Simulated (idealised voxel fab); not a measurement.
Presented below is a process module, voxel self aligned vias.
The figure presents cross-section cut, which has a width of 285 nm and is divided into square cells with an edge length of 5 nm.
Think of the cross-section as a grid of square cells. We describe it in bands, top to bottom, and each band covers one or more rows of those cells.
For a band, the entry starts with two heights in nm, that of the top and then that of the bottom, and carries on with the band's materials in order from left to right, each alongside its width in nm; the word "full width" beside a single material means it fills the band edge to edge, and "empty" means empty space.
It should be noted that heights are counted from 0, beneath which the wafer as supplied is of one material throughout, and that the lowest band possesses no lower boundary but continues downward, as written in "0 and below".
A width such as "30..40" changes by the same amount from each row of cells to the next, from the band's top row to its bottom row.
The cross-section has no changed cell in any step marked "same as before".
Entry "Encapsulated voids" = empty spaces >= 8 cells with no open way to the top; each as width x height at distance, distance from left edge, all nm.
The remark found on a step's line after its settings is issued by the simulator itself and pertains to that step.
The optional step-line setting "overlay nm" applies to steps with a mask and quantifies how far to the right of its planned location the mask lay, a negative value indicating leftward placement.
Planned process steps
step 1: RECEIVE (material Si)
step 2: CONFORMAL_DEP (material SiO2; thk nm 10)
step 3: CONFORMAL_DEP (material SiCN; thk nm 5)
step 4: DIRECTIONAL_DEP (material lowk; thk nm 25)
step 5: MASKED_ETCH (tone open; mask id LINES; width nm 20; pitch nm 45; etch materials lowk; depth nm 25; overlay nm 0)
step 6: CONFORMAL_DEP (material TiN; thk nm 5)
step 7: FILL_DEP (material W; thk nm 10)
step 8: CMP (height nm 40)
step 9: SELECTIVE_ETCH (etch materials W Ru TiN; depth nm 5)
step 10: FILL_DEP (material SiN; thk nm 5)
step 11: CMP (height nm 40)
step 12: DIRECTIONAL_DEP (material lowk; thk nm 20)
step 13: DIRECTIONAL_DEP (material aC; thk nm 10)
step 14: PATTERN (tone open; mask id VIAS; material resist; width nm 30; pitch nm 90; thk nm 30; overlay nm 0)
step 15: DIRECTIONAL_ETCH (etch materials aC; depth nm 10)
step 16: STRIP (etch materials resist)
step 17: DIRECTIONAL_ETCH (etch materials lowk; depth nm 20)
step 18: DIRECTIONAL_ETCH (etch materials SiN; depth nm 5)
step 19: STRIP (etch materials aC)
step 20: CONFORMAL_DEP (material TiN; thk nm 5)
step 21: FILL_DEP (material Ru; thk nm 5)
step 22: CMP (height nm 60)
step 23: CONFORMAL_DEP (material SiCN; thk nm 5)
Shown in cross-section is the wafer as received, that is, as it stands after step 1
  0 and below = Si full width
  Encapsulated voids: none
Module complete, cross-section. Starting point and plan per above. One mistake made in running the module
  65 down to 60 = SiCN full width
  60 down to 45 = lowk 80 nm, TiN 5 nm, Ru 25 nm, TiN 5 nm, lowk 55 nm, TiN 5 nm, Ru 25 nm, TiN 5 nm, lowk 80 nm
  45 down to 40 = lowk 80 nm, TiN 10 nm, Ru 10 nm, TiN 15 nm, lowk 55 nm, TiN 10 nm, Ru 10 nm, TiN 15 nm, lowk 80 nm
  40 down to 35 = lowk 85 nm, TiN 20 nm, lowk 25 nm, SiN 20 nm, lowk 25 nm, TiN 20 nm, lowk 90 nm
  35 down to 20 = lowk 85 nm, TiN 5 nm, W 10 nm, TiN 5 nm, lowk 25 nm, TiN 5 nm, W 10 nm, TiN 5 nm, lowk 25 nm, TiN 5 nm, W 10 nm, TiN 5 nm, lowk 90 nm
  20 down to 15 = lowk 85 nm, TiN 20 nm, lowk 25 nm, TiN 20 nm, lowk 25 nm, TiN 20 nm, lowk 90 nm
  15 down to 10 = SiCN full width
  10 down to 0 = SiO2 full width
  0 and below = Si full width
  Encapsulated voids: none
Error vs. plan: note that step 14 departed from the planned setting and was carried out as PATTERN (tone open; mask id VIAS; material resist; width nm 35; pitch nm 90; thk nm 30; overlay nm 0)
